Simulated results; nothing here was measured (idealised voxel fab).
Process module under the name voxel tone inversion
It is cross-section cut that appears here, measuring 215 nm in width, its square cells being 5 nm in size.
How to read a cross-section here: the picture is a grid of square cells, written as bands going from the top down, and any band can span one or more rows of cells.
Band: top height; bottom height; in nm. Then, left to right: material with width in nm, for each material. "all across": a single material spanning edge to edge. "blank": empty space.
Heights are measured from 0, the level below which the as-received wafer is all one material; the lowest band has no bottom and continues downward, written as in "0 and below".
Read "30 to 40" as a graded width: first number on top, second number at the bottom, same change between each pair of neighbouring rows.
What does "remained the same" mean for a step? It means no cell of the cross-section changed in that step.
Listed in "Cavities, closed": every empty space of 8 or more cells without an open way to the top. Form: width x height at distance, the distance being from the left edge, all in nm.
That trailing text on a step's line, after the settings, is the simulator's own remark on the step.
overlay nm: mask right of planned place by this much (step with mask). Neg. = left.

THE STEPS PLANNED FOR THE PROCESS ARE AS FOLLOWS
1 RECEIVE [material Si]
2 CONFORMAL_DEP [material SiN] [thk nm 5]
3 DIRECTIONAL_DEP [material aC] [thk nm 15]
4 PATTERN [tone cover] [mask id POSTS] [material resist] [width nm 20] [pitch nm 50] [thk nm 20] [overlay nm 0]
5 DIRECTIONAL_ETCH [etch materials aC] [depth nm 15]
6 STRIP [etch materials resist]
7 FILL_DEP [material lowk] [thk nm 5]
8 CMP [height nm 20]
9 STRIP [etch materials aC]

SHOWN IN CROSS-SECTION IS THE WAFER AS RECEIVED, THAT IS, AS IT STANDS AFTER STEP 1
> 0 and below  Si all across
> Cavities, closed: none

CROSS-SECTION AT MODULE END, ONE RUN ERROR; START AND PLAN UNCHANGED FROM ABOVE
> 20 down to 5  lowk all across
> 5 down to 0  SiN all across
> 0 and below  Si all across
> Cavities, closed: none
Error vs. plan: step 3 went in with a setting other than planned; the actual run was DIRECTIONAL_DEP [material lowk] [thk nm 15]
